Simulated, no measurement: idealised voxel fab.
The process module presented herein is designated voxel gate over fins.
Cross-section cut spans 250 nm and uses square cells 5 nm in size.
If you're reading a cross-section in this doc, picture square cells in a grid; it comes to you as bands, top ones listed first down to the bottom, and a band can be one or more rows of cells.
The band entry comprises the height of the band's top followed by the height of its bottom, expressed in nm, and subsequently the band's materials from left to right, each stated together with its width in nm. Where a single material is marked with the word "all across", that material fills the band from edge to edge. The word "empty" represents empty space.
Heights from 0 (as-received wafer is one material below). Bottom band endless downward, as "from 0 down".
Per-row width for "30..40": begins at first number (top row of band), ends at second number (bottom row), increment between rows held constant.
"nothing got changed", as given for a step, is the statement that not any cell of the cross-section underwent a change during that step.
Closed-off voids of 8+ cells (no open route to the top) go in "Sealed void inventory", written width x height at distance from the left edge, in nm.
Post-settings text on a step line: simulator's own remark regarding the step.
A step's line can hold "overlay nm"; with a mask on that step, the setting says how far right of the planned place the mask lay, while a negative setting says it lay to the left.

-- Intended process steps
- 1: RECEIVE [material Si]
- 2: CONFORMAL_DEP [material SiN] [thk nm 10]
- 3: DIRECTIONAL_DEP [material aC] [thk nm 15]
- 4: PATTERN [tone cover] [mask id FINS] [material resist] [width nm 15] [pitch nm 35] [thk nm 35] [overlay nm 0]
- 5: DIRECTIONAL_ETCH [etch materials aC] [depth nm 15]
- 6: STRIP [etch materials resist]
- 7: DIRECTIONAL_ETCH [etch materials SiN] [depth nm 10]
- 8: DIRECTIONAL_ETCH [etch materials Si] [depth nm 30]
- 9: STRIP [etch materials aC]
- 10: OXIDIZE [depth nm 5]
- 11: FILL_DEP [material SiO2] [thk nm 5]
- 12: CMP [height nm 10]
- 13: SELECTIVE_ETCH [etch materials SiO2] [depth nm 25]
- 14: STRIP [etch materials SiN]
- 15: CONFORMAL_DEP [material HfO2] [thk nm 5]
- 16: CONFORMAL_DEP [material TiN] [thk nm 5]
- 17: FILL_DEP [material W] [thk nm 15]
- 18: CMP [height nm 20]
- 19: CONFORMAL_DEP [material SiCN] [thk nm 5]

-- So this is the incoming wafer in cross-section - it's already been through step 1
	from 0 down  Si all across
	Sealed void inventory: none

-- Cross-section, first of two wafers, end of module, run as planned
	from 25 to 20  SiCN all across
	from 20 to 10  W all across
	from 10 to 5  W: 95 / TiN: 25 / W: 10 / TiN: 25 / W: 95
	from 5 to 0  W: 95 / TiN: 5 / HfO2: 15 / TiN: 5 / W: 10 / TiN: 5 / HfO2: 15 / TiN: 5 / W: 95
	from 0 to -5  W: 95 / TiN: 5 / HfO2: 5 / Si: 5 / HfO2: 5 / TiN: 5 / W: 10 / TiN: 5 / HfO2: 5 / Si: 5 / HfO2: 5 / TiN: 5 / W: 95
	from -5 to -10  TiN: 100 / HfO2: 5 / Si: 5 / HfO2: 5 / TiN: 20 / HfO2: 5 / Si: 5 / HfO2: 5 / TiN: 100
	from -10 to -15  HfO2: 105 / Si: 5 / HfO2: 30 / Si: 5 / HfO2: 105
	from -15 to -35  SiO2: 105 / Si: 5 / SiO2: 30 / Si: 5 / SiO2: 105
	from -35 down  Si all across
	Sealed void inventory: none

-- Cross-section of the latter of the two wafers at module completion. It had an identical start and an identical plan to the former; in running it, one mistake was made
	from 25 to 20  SiCN all across
	from 20 to 10  W all across
	from 10 to 5  W: 95 / HfO2: 25 / W: 10 / HfO2: 25 / W: 95
	from 5 to 0  W: 95 / HfO2: 5 / TiN: 15 / HfO2: 5 / W: 10 / HfO2: 5 / TiN: 15 / HfO2: 5 / W: 95
	from 0 to -5  W: 95 / HfO2: 5 / TiN: 5 / Si: 5 / TiN: 5 / HfO2: 5 / W: 10 / HfO2: 5 / TiN: 5 / Si: 5 / TiN: 5 / HfO2: 5 / W: 95
	from -5 to -10  HfO2: 100 / TiN: 5 / Si: 5 / TiN: 5 / HfO2: 20 / TiN: 5 / Si: 5 / TiN: 5 / HfO2: 100
	from -10 to -15  TiN: 105 / Si: 5 / TiN: 30 / Si: 5 / TiN: 105
	from -15 to -35  SiO2: 105 / Si: 5 / SiO2: 30 / Si: 5 / SiO2: 105
	from -35 down  Si all across
	Sealed void inventory: none
Finding, execution versus plan: steps 15 and 16 swapped
Tallied in cells, the final second wafer holds each material in the same quantity as the first, although not at the same places.
